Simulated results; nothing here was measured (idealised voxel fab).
Module name: voxel wiring stack (process module)
The cross-section shown here is cut; it is 250 nm wide and divided into square cells measuring 5 nm on a side.
Reading order for cross-sections: top band down to bottom band. Underlying form: a grid of square cells. Band size: one or more rows of cells. Top, bottom (nm), then materials left to right with widths (nm); lone material tagged "full width" fills the whole band edge to edge; "blank" = empty space. Heads up on the height convention: 0 is the point under which the incoming wafer is all one material, and the lowest band has no bottom, it just keeps going down, like "0 down". So if you see something like "30->40" for the width, read it as the top row of the band sitting at the first number and the bottom row at the second, with every row in between moving by the same amount as the last. Reading "nothing different" for a step: not a cell of the cross-section changed in it. This entry, "Enclosed void list", enumerates those empty regions of no fewer than 8 cells that possess no open connection to the top. Each region is reported in the form width x height at distance, the distance being taken from the left edge, with all three quantities expressed in nm. Whatever follows a step's settings on its line is a remark the simulator itself makes about that step. A step's line can hold "overlay nm"; with a mask on that step, the setting says how far right of the planned place the mask lay, while a negative setting says it lay to the left.
## These are the steps we planned for the process
1 RECEIVE | material Si
2 CONFORMAL_DEP | material SiO2 | thk nm 15
3 CONFORMAL_DEP | material SiN | thk nm 5
4 DIRECTIONAL_DEP | material SiO2 | thk nm 15
5 DIRECTIONAL_DEP | material aC | thk nm 15
6 PATTERN | tone open | mask id METAL_1 | material resist | width nm 30 | pitch nm 60 | thk nm 30 | overlay nm 0
7 DIRECTIONAL_ETCH | etch materials aC | depth nm 15
8 STRIP | etch materials resist
9 DIRECTIONAL_ETCH | etch materials SiO2 | depth nm 15
10 DIRECTIONAL_ETCH | etch materials SiN | depth nm 5
11 STRIP | etch materials aC
12 CONFORMAL_DEP | material TiN | thk nm 5
13 FILL_DEP | material Cu | thk nm 10
14 CMP | height nm 35
15 EPI | material Ru | thk nm 5
16 FILL_DEP | material SiCN | thk nm 5
17 DIRECTIONAL_DEP | material SiO2 | thk nm 10
18 DIRECTIONAL_DEP | material aC | thk nm 15
19 PATTERN | tone open | mask id PLUG_1 | material resist | width nm 15 | pitch nm 60 | thk nm 30 | overlay nm 0
20 DIRECTIONAL_ETCH | etch materials aC | depth nm 15
21 STRIP | etch materials resist
22 DIRECTIONAL_ETCH | etch materials SiO2 | depth nm 10
23 DIRECTIONAL_ETCH | etch materials SiCN | depth nm 5
24 STRIP | etch materials aC
25 EPI | material Ru | thk nm 10
26 EPI | material Ru | thk nm 5
27 CONFORMAL_DEP | material SiCN | thk nm 5
28 DIRECTIONAL_DEP | material lowk | thk nm 20
29 DIRECTIONAL_DEP | material aC | thk nm 15
30 PATTERN | tone open | mask id METAL_2 | material resist | width nm 30 | pitch nm 60 | thk nm 30 | overlay nm 0
31 DIRECTIONAL_ETCH | etch materials aC | depth nm 15
32 STRIP | etch materials resist
33 DIRECTIONAL_ETCH | etch materials lowk | depth nm 20
34 DIRECTIONAL_ETCH | etch materials SiCN | depth nm 5
35 STRIP | etch materials aC
36 CONFORMAL_DEP | material TiN | thk nm 5
37 FILL_DEP | material W | thk nm 10
38 CMP | height nm 80
39 CONFORMAL_DEP | material SiCN | thk nm 5
40 DIRECTIONAL_DEP | material SiO2 | thk nm 30
41 DIRECTIONAL_DEP | material aC | thk nm 15
42 PATTERN | tone open | mask id METAL_3_HOLES | material resist | width nm 15 | pitch nm 60 | thk nm 35 | overlay nm 0
43 DIRECTIONAL_ETCH | etch materials aC | depth nm 15
44 STRIP | etch materials resist
45 DIRECTIONAL_ETCH | etch materials SiO2 | depth nm 30
46 STRIP | etch materials aC
47 MASKED_ETCH | tone open | mask id METAL_3 | width nm 30 | pitch nm 60 | etch materials SiO2 | depth nm 15 | overlay nm 0
48 MASKED_ETCH | tone open | mask id METAL_3 | width nm 30 | pitch nm 60 | etch materials SiCN | depth nm 5 | overlay nm 0
49 CONFORMAL_DEP | material TiN | thk nm 5
50 FILL_DEP | material Ru | thk nm 10
51 CMP | height nm 115
52 CONFORMAL_DEP | material SiCN | thk nm 5
53 DIRECTIONAL_DEP | material lowk | thk nm 25
54 PATTERN | tone open | mask id METAL_4_HOLES | material resist | width nm 15 | thk nm 15 | overlay nm 0
55 DIRECTIONAL_ETCH | etch materials lowk | depth nm 25
56 STRIP | etch materials resist
57 MASKED_ETCH | tone open | mask id METAL_4 | width nm 30 | pitch nm 60 | etch materials lowk | depth nm 15 | overlay nm 0
58 MASKED_ETCH | tone open | mask id METAL_4 | width nm 30 | pitch nm 60 | etch materials SiCN | depth nm 5 | overlay nm 0
59 CONFORMAL_DEP | material TiN | thk nm 5
60 FILL_DEP | material Cu | thk nm 10
61 CMP | height nm 145
62 CONFORMAL_DEP | material SiCN | thk nm 5
## As received (post step 1): cross-section
    0 down: Si full width
    Enclosed void list: none
## Here's the cross-section of the first of our two wafers at the end of the module - it ran as planned
    150 to 145: SiCN full width
    145 to 135: lowk: 80  TiN: 5  Cu: 20  TiN: 5  lowk: 30  TiN: 5  Cu: 20  TiN: 5  lowk: 80
    135 to 130: lowk: 80  TiN: 5  Cu: 5  TiN: 20  lowk: 30  TiN: 30  lowk: 80
    130 to 120: lowk: 80  TiN: 5  Cu: 5  TiN: 5  lowk: 155
    120 to 115: SiCN: 80  TiN: 15  SiCN: 155
    115 to 105: SiO2: 80  TiN: 5  Ru: 20  TiN: 5  SiO2: 30  TiN: 5  Ru: 20  TiN: 5  SiO2: 80
    105 to 100: SiO2: 80  TiN: 5  Ru: 5  TiN: 20  SiO2: 30  TiN: 5  Ru: 5  TiN: 20  SiO2: 80
    100 to 85: SiO2: 80  TiN: 5  Ru: 5  TiN: 5  SiO2: 45  TiN: 5  Ru: 5  TiN: 5  SiO2: 95
    85 to 80: SiCN: 80  TiN: 15  SiCN: 45  TiN: 15  SiCN: 95
    80 to 60: lowk: 80  TiN: 5  W: 20  TiN: 5  lowk: 30  TiN: 5  W: 20  TiN: 5  lowk: 80
    60 to 55: SiCN: 80  TiN: 30  SiCN: 30  TiN: 30  SiCN: 80
    55 to 45: SiO2: 80  Ru: 15  SiO2: 45  Ru: 15  SiO2: 95
    45 to 35: SiCN: 80->75  Ru: 15->40  SiCN: 45->20  Ru: 15->40  SiCN: 95->75
    35 to 20: SiO2: 80  TiN: 5  Cu: 20  TiN: 5  SiO2: 30  TiN: 5  Cu: 20  TiN: 5  SiO2: 80
    20 to 15: SiN: 80  TiN: 30  SiN: 30  TiN: 30  SiN: 80
    15 to 0: SiO2 full width
    0 down: Si full width
    Enclosed void list: none
## Cross-sectional image of the second wafer of the two following completion of the module. Starting state and process plan were the same as for the first wafer; one execution error occurred
    150 to 145: SiCN full width
    145 to 135: lowk: 80  TiN: 5  Cu: 20  TiN: 5  lowk: 30  TiN: 5  Cu: 20  TiN: 5  lowk: 80
    135 to 130: lowk: 80  TiN: 5  Cu: 5  TiN: 20  lowk: 30  TiN: 30  lowk: 80
    130 to 120: lowk: 80  TiN: 5  Cu: 5  TiN: 5  lowk: 155
    120 to 115: SiCN: 80  TiN: 15  SiCN: 155
    115 to 105: SiO2: 75  TiN: 5  Ru: 20  TiN: 5  SiO2: 30  TiN: 5  Ru: 20  TiN: 5  SiO2: 85
    105 to 100: SiO2: 75  TiN: 10  Ru: 5  TiN: 15  SiO2: 30  TiN: 10  Ru: 5  TiN: 15  SiO2: 85
    100 to 85: SiO2: 80  TiN: 5  Ru: 5  TiN: 5  SiO2: 45  TiN: 5  Ru: 5  TiN: 5  SiO2: 95
    85 to 80: SiCN: 80  TiN: 15  SiCN: 45  TiN: 15  SiCN: 95
    80 to 60: lowk: 80  TiN: 5  W: 20  TiN: 5  lowk: 30  TiN: 5  W: 20  TiN: 5  lowk: 80
    60 to 55: SiCN: 80  TiN: 30  SiCN: 30  TiN: 30  SiCN: 80
    55 to 45: SiO2: 80  Ru: 15  SiO2: 45  Ru: 15  SiO2: 95
    45 to 35: SiCN: 80->75  Ru: 15->40  SiCN: 45->20  Ru: 15->40  SiCN: 95->75
    35 to 20: SiO2: 80  TiN: 5  Cu: 20  TiN: 5  SiO2: 30  TiN: 5  Cu: 20  TiN: 5  SiO2: 80
    20 to 15: SiN: 80  TiN: 30  SiN: 30  TiN: 30  SiN: 80
    15 to 0: SiO2 full width
    0 down: Si full width
    Enclosed void list: none
What went wrong in running the wafer? step 47: run off-plan, actual operation and settings MASKED_ETCH | tone open | mask id METAL_3 | width nm 30 | pitch nm 60 | etch materials SiO2 | depth nm 15 | overlay nm -5
If you tally the cells, the second wafer ends up with the same amount of every material as the first; it's all just sitting in different places.
